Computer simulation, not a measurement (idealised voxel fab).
process module | voxel gate over fins
cross-section cut | 220 nm wide | cells 5 nm
A cross-section is a grid of square cells, given in bands from the top down. A band is one or more rows of cells.
Each band's line starts with the height of the band's top and of its bottom, in nm. Then come its materials from left to right, each with its width in nm. One material with "throughout" fills the band from edge to edge. "air" is empty space.
Height 0 is the level under which the wafer as received is all one material. The lowest band goes on downwards, as in "0 down".
A width such as "30 to 40" changes by the same amount from each row of cells to the next, from the band's top row to its bottom row.
"no change" after a step means that no cell of the cross-section changed.
closed voids: empty space of 8 cells or more with no open way to the top, each as width x height at its distance from the left edge, in nm
after a step's settings: what the simulator itself notes on the step
overlay nm, on a step with a mask: how far to the right of its planned place the mask lay; to the left if negative
plan
1 op RECEIVE | material Si
2 op CONFORMAL_DEP | material SiN | thk nm 5
3 op MASKED_ETCH | tone cover | mask id FINS | width nm 15 | pitch nm 50 | etch materials SiN | depth nm 5 | overlay nm 0
4 op MASKED_ETCH | tone cover | mask id FINS | width nm 15 | pitch nm 50 | etch materials Si | depth nm 40 | overlay nm 0
5 op FILL_DEP | material SiO2 | thk nm 5
6 op CMP | height nm 5
7 op PATTERN | tone open | mask id RAIL | material resist | width nm 15 | thk nm 15 | overlay nm 0
8 op DIRECTIONAL_ETCH | etch materials SiO2 | depth nm 40
9 op STRIP | etch materials resist
10 op CONFORMAL_DEP | material TiN | thk nm 5
11 op FILL_DEP | material Ru | thk nm 10
12 op CMP | height nm 5
13 op SELECTIVE_ETCH | etch materials W Ru TiN | depth nm 30
14 op FILL_DEP | material SiO2 | thk nm 5
15 op CMP | height nm 5
16 op SELECTIVE_ETCH | etch materials SiO2 | depth nm 20
17 op STRIP | etch materials SiN
18 op CONFORMAL_DEP | material HfO2 | thk nm 5
19 op CONFORMAL_DEP | material TiN | thk nm 5
20 op CONFORMAL_DEP | material TiAl | thk nm 5
21 op CONFORMAL_DEP | material TiN | thk nm 5
22 op FILL_DEP | material W | thk nm 15
23 op CMP | height nm 30
24 op CONFORMAL_DEP | material SiN | thk nm 5
as received, after step 1
  0 down: Si throughout
  closed voids: none
first wafer at the end, as planned
  35 to 30: SiN throughout
  30 to 20: W throughout
  20 to 15: W 30 | TiN 155 | W 35
  15 to 10: W 30 | TiN 5 | TiAl 45 | TiN 5 | TiAl 45 | TiN 5 | TiAl 45 | TiN 5 | W 35
  10 to 5: W 30 | TiN 5 | TiAl 5 | TiN 35 | TiAl 5 | TiN 5 | TiAl 5 | TiN 35 | TiAl 5 | TiN 5 | TiAl 5 | TiN 35 | TiAl 5 | TiN 5 | W 35
  5 to 0: TiN 35 | TiAl 5 | TiN 5 | HfO2 25 | TiN 5 | TiAl 5 | TiN 5 | TiAl 5 | TiN 5 | HfO2 25 | TiN 5 | TiAl 5 | TiN 5 | TiAl 5 | TiN 5 | HfO2 25 | TiN 5 | TiAl 5 | TiN 40
  0 to -5: TiAl 40 | TiN 5 | HfO2 5 | Si 15 | HfO2 5 | TiN 5 | TiAl 15 | TiN 5 | HfO2 5 | Si 15 | HfO2 5 | TiN 5 | TiAl 15 | TiN 5 | HfO2 5 | Si 15 | HfO2 5 | TiN 5 | TiAl 45
  -5 to -10: TiN 45 | HfO2 5 | Si 15 | HfO2 5 | TiN 25 | HfO2 5 | Si 15 | HfO2 5 | TiN 25 | HfO2 5 | Si 15 | HfO2 5 | TiN 50
  -10 to -15: HfO2 50 | Si 15 | HfO2 35 | Si 15 | HfO2 35 | Si 15 | HfO2 55
  -15 to -25: SiO2 50 | Si 15 | SiO2 35 | Si 15 | SiO2 35 | Si 15 | SiO2 55
  -25 to -30: SiO2 50 | Si 15 | SiO2 10 | TiN 5 | Ru 5 | TiN 5 | SiO2 10 | Si 15 | SiO2 35 | Si 15 | SiO2 55
  -30 to -35: SiO2 50 | Si 15 | SiO2 10 | TiN 15 | SiO2 10 | Si 15 | SiO2 35 | Si 15 | SiO2 55
  -35 to -40: SiO2 50 | Si 15 | SiO2 35 | Si 15 | SiO2 35 | Si 15 | SiO2 55
  -40 down: Si throughout
  closed voids: none
second wafer at the end: like start, like plan, one mistake
  35 to 30: SiN throughout
  30 to 25: W 20 | TiN 175 | W 25
  25 to 20: W 20 | TiN 5 | TiAl 165 | TiN 5 | W 25
  20 to 15: W 20 | TiN 5 | TiAl 5 | TiN 155 | TiAl 5 | TiN 5 | W 25
  15 to 10: TiN 25 | TiAl 5 | TiN 5 | HfO2 45 | TiN 5 | HfO2 45 | TiN 5 | HfO2 45 | TiN 5 | TiAl 5 | TiN 30
  10 to 5: TiAl 30 | TiN 5 | HfO2 45 | TiN 5 | HfO2 45 | TiN 5 | HfO2 45 | TiN 5 | TiAl 35
  5 to 0: TiN 35 | HfO2 45 | TiN 5 | HfO2 45 | TiN 5 | HfO2 45 | TiN 40
  0 to -15: HfO2 50 | Si 15 | HfO2 35 | Si 15 | HfO2 35 | Si 15 | HfO2 55
  -15 to -25: SiO2 50 | Si 15 | SiO2 35 | Si 15 | SiO2 35 | Si 15 | SiO2 55
  -25 to -30: SiO2 50 | Si 15 | SiO2 10 | TiN 5 | Ru 5 | TiN 5 | SiO2 10 | Si 15 | SiO2 35 | Si 15 | SiO2 55
  -30 to -35: SiO2 50 | Si 15 | SiO2 10 | TiN 15 | SiO2 10 | Si 15 | SiO2 35 | Si 15 | SiO2 55
  -35 to -40: SiO2 50 | Si 15 | SiO2 35 | Si 15 | SiO2 35 | Si 15 | SiO2 55
  -40 down: Si throughout
  closed voids: none
what went wrong: step 18 ran as: op CONFORMAL_DEP | material HfO2 | thk nm 15
at the end the second wafer has, in cells: 124 more of HfO2 | 12 fewer of TiAl | 12 fewer of TiN | 100 fewer of W
